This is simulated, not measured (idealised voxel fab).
process module | voxel wiring stack
cross-section cut | 225 nm wide | cells 5 nm
A cross-section is a grid of square cells, given in bands from the top down. A band is one or more rows of cells.
Each band's line starts with the height of the band's top and of its bottom, in nm. Then come its materials from left to right, each with its width in nm. One material with "throughout" fills the band from edge to edge. "air" is empty space.
Height 0 is the level under which the wafer as received is all one material. The lowest band goes on downwards, as in "0 down".
A width such as "30 to 40" changes by the same amount from each row of cells to the next, from the band's top row to its bottom row.
"no change" after a step means that no cell of the cross-section changed.
closed voids: empty space of 8 cells or more with no open way to the top, each as width x height at its distance from the left edge, in nm
after a step's settings: what the simulator itself notes on the step
overlay nm, on a step with a mask: how far to the right of its planned place the mask lay; to the left if negative
plan
1 op RECEIVE | material Si
2 op CONFORMAL_DEP | material SiO2 | thk nm 10
3 op CONFORMAL_DEP | material SiN | thk nm 5
4 op DIRECTIONAL_DEP | material SiO2 | thk nm 20
5 op DIRECTIONAL_DEP | material aC | thk nm 10
6 op PATTERN | tone open | mask id METAL_1 | material resist | width nm 30 | pitch nm 55 | thk nm 25 | overlay nm 0
7 op DIRECTIONAL_ETCH | etch materials aC | depth nm 10
8 op STRIP | etch materials resist
9 op DIRECTIONAL_ETCH | etch materials SiO2 | depth nm 20
10 op DIRECTIONAL_ETCH | etch materials SiN | depth nm 5
11 op STRIP | etch materials aC
12 op CONFORMAL_DEP | material TiN | thk nm 5
13 op FILL_DEP | material Cu | thk nm 5
14 op CMP | height nm 35
15 op CONFORMAL_DEP | material SiCN | thk nm 5
16 op DIRECTIONAL_DEP | material lowk | thk nm 10
17 op DIRECTIONAL_DEP | material aC | thk nm 10
18 op PATTERN | tone open | mask id PLUG_1 | material resist | width nm 15 | thk nm 30 | overlay nm 0
19 op DIRECTIONAL_ETCH | etch materials aC | depth nm 10
20 op STRIP | etch materials resist
21 op DIRECTIONAL_ETCH | etch materials lowk | depth nm 10
22 op DIRECTIONAL_ETCH | etch materials SiCN | depth nm 5
23 op STRIP | etch materials aC
24 op EPI | material Ru | thk nm 10
25 op EPI | material Ru | thk nm 5
26 op CONFORMAL_DEP | material SiN | thk nm 5
27 op DIRECTIONAL_DEP | material lowk | thk nm 15
28 op DIRECTIONAL_DEP | material aC | thk nm 15
29 op PATTERN | tone open | mask id METAL_2 | material resist | width nm 30 | pitch nm 55 | thk nm 30 | overlay nm 0
30 op DIRECTIONAL_ETCH | etch materials aC | depth nm 15
31 op STRIP | etch materials resist
32 op DIRECTIONAL_ETCH | etch materials lowk | depth nm 15
33 op DIRECTIONAL_ETCH | etch materials SiN | depth nm 5
34 op STRIP | etch materials aC
35 op CONFORMAL_DEP | material TiN | thk nm 5
36 op FILL_DEP | material Ru | thk nm 10
37 op CMP | height nm 70
38 op CONFORMAL_DEP | material SiCN | thk nm 5
39 op DIRECTIONAL_DEP | material SiO2 | thk nm 30
40 op PATTERN | tone open | mask id METAL_3_HOLES | material resist | width nm 15 | thk nm 20 | overlay nm 0
41 op DIRECTIONAL_ETCH | etch materials SiO2 | depth nm 30
42 op STRIP | etch materials resist
43 op MASKED_ETCH | tone open | mask id METAL_3 | width nm 30 | pitch nm 55 | etch materials SiO2 | depth nm 15 | overlay nm 0
44 op MASKED_ETCH | tone open | mask id METAL_3 | width nm 30 | pitch nm 55 | etch materials SiCN | depth nm 5 | overlay nm 0
45 op CONFORMAL_DEP | material TiN | thk nm 5
46 op FILL_DEP | material Ru | thk nm 10
47 op CMP | height nm 105
48 op CONFORMAL_DEP | material SiCN | thk nm 5
as received, after step 1
  0 down: Si throughout
  closed voids: none
first wafer at the end, as planned
  110 to 105: SiCN throughout
  105 to 95: SiO2 70 | TiN 5 | Ru 20 | TiN 5 | SiO2 25 | TiN 5 | Ru 20 | TiN 5 | SiO2 70
  95 to 90: SiO2 70 | TiN 5 | Ru 5 | TiN 20 | SiO2 25 | TiN 30 | SiO2 70
  90 to 75: SiO2 70 | TiN 5 | Ru 5 | TiN 5 | SiO2 140
  75 to 70: SiCN 70 | TiN 15 | SiCN 140
  70 to 55: lowk 70 | TiN 5 | Ru 20 | TiN 5 | lowk 25 | TiN 5 | Ru 20 | TiN 5 | lowk 70
  55 to 50: SiN 70 | TiN 30 | SiN 25 | TiN 30 | SiN 70
  50 to 40: lowk 70 | Ru 15 | lowk 140
  40 to 35: SiCN 70 | Ru 15 | SiCN 140
  35 to 15: SiO2 70 | TiN 5 | Cu 20 | TiN 5 | SiO2 25 | TiN 5 | Cu 20 | TiN 5 | SiO2 70
  15 to 10: SiN 70 | TiN 30 | SiN 25 | TiN 30 | SiN 70
  10 to 0: SiO2 throughout
  0 down: Si throughout
  closed voids: none
second wafer at the end: like start, like plan, one mistake
  110 to 105: SiCN throughout
  105 to 95: SiO2 70 | TiN 5 | Ru 25 | TiN 5 | SiO2 25 | TiN 5 | Ru 20 | TiN 5 | SiO2 65
  95 to 90: SiO2 70 | TiN 5 | Ru 5 | TiN 25 | SiO2 25 | TiN 30 | SiO2 65
  90 to 75: SiO2 70 | TiN 5 | Ru 5 | TiN 5 | SiO2 140
  75 to 70: SiCN 70 | TiN 15 | SiCN 140
  70 to 55: lowk 70 | TiN 5 | Ru 20 | TiN 5 | lowk 25 | TiN 5 | Ru 20 | TiN 5 | lowk 70
  55 to 50: SiN 70 | TiN 30 | SiN 25 | TiN 30 | SiN 70
  50 to 40: lowk 70 | Ru 15 | lowk 140
  40 to 35: SiCN 70 | Ru 15 | SiCN 140
  35 to 15: SiO2 70 | TiN 5 | Cu 20 | TiN 5 | SiO2 25 | TiN 5 | Cu 20 | TiN 5 | SiO2 70
  15 to 10: SiN 70 | TiN 30 | SiN 25 | TiN 30 | SiN 70
  10 to 0: SiO2 throughout
  0 down: Si throughout
  closed voids: none
what went wrong: step 43 ran as: op MASKED_ETCH | tone open | mask id METAL_3 | width nm 30 | pitch nm 55 | etch materials SiO2 | depth nm 15 | overlay nm 5
at the end the second wafer has, in cells: 2 more of Ru | 3 fewer of SiO2 | 1 more of TiN
